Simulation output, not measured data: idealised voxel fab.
Process module heading - voxel spacer lines
In the cross-section labelled cut, the width is 200 nm and each square cell is 5 nm.
Cross-section layout: square cells on a grid; listed as bands, top to bottom; a band spans one or more cell rows. First you get the band's top height and its bottom height, in nm, and then the materials it's made of, left to right, with each width in nm. If you see a single material with "full width", that one covers the band edge to edge. "blank" is empty space. Heights are expressed relative to 0, this being the level below which the as-received wafer comprises one material exclusively. The lowest band is unbounded in the downward direction and is denoted as in "0..down". Width: "30->40" (first number = top row, second number = bottom row, same change from row to row of cells). Basically "all unchanged" means that step didn't change any cell in the cross-section. Empty spaces counting at least 8 cells and having no open way to the top are listed in "Enclosed internal cavities". The notation width x height at distance is used for each, the distance being from the left edge and all three values in nm. What comes after the settings on a step's line is commentary from the simulator itself on that step. overlay nm: mask offset rightward from planned place, masked step; negative means leftward offset.

List of planned process steps
step 1: RECEIVE with material Si
step 2: CONFORMAL_DEP with material Al2O3, thk nm 5
step 3: DIRECTIONAL_DEP with material W, thk nm 15
step 4: DIRECTIONAL_DEP with material polySi, thk nm 25
step 5: PATTERN with tone cover, mask id MANDREL, material resist, width nm 20, pitch nm 70, thk nm 35, overlay nm 0
step 6: DIRECTIONAL_ETCH with etch materials polySi, depth nm 25
step 7: STRIP with etch materials resist
step 8: CONFORMAL_DEP with material SiN, thk nm 15
step 9: DIRECTIONAL_ETCH with etch materials SiN, depth nm 15
step 10: STRIP with etch materials polySi
step 11: DIRECTIONAL_ETCH with etch materials W, depth nm 15
step 12: STRIP with etch materials SiN
step 13: FILL_DEP with material lowk, thk nm 5
step 14: CMP with height nm 20

Wafer as received: cross-section following step 1
0..down = Si full width
Enclosed internal cavities: none

Looking at the first of two wafers in cross-section at end of module - ran to plan
20..5 = lowk (40), W (15), lowk (20), W (15), lowk (20), W (15), lowk (20), W (15), lowk (40)
5..0 = Al2O3 full width
0..down = Si full width
Enclosed internal cavities: none

Cross-section, wafer two of two, end of module: same start and plan as wafer one, one error in execution
20..5 = lowk full width
5..0 = Al2O3 full width
0..down = Si full width
Enclosed internal cavities: none
Here's what went sideways: step 3 off recipe, ran as DIRECTIONAL_DEP with material lowk, thk nm 15
Materials where the second wafer ends with more or fewer cells than the first: -36 W | +36 lowk
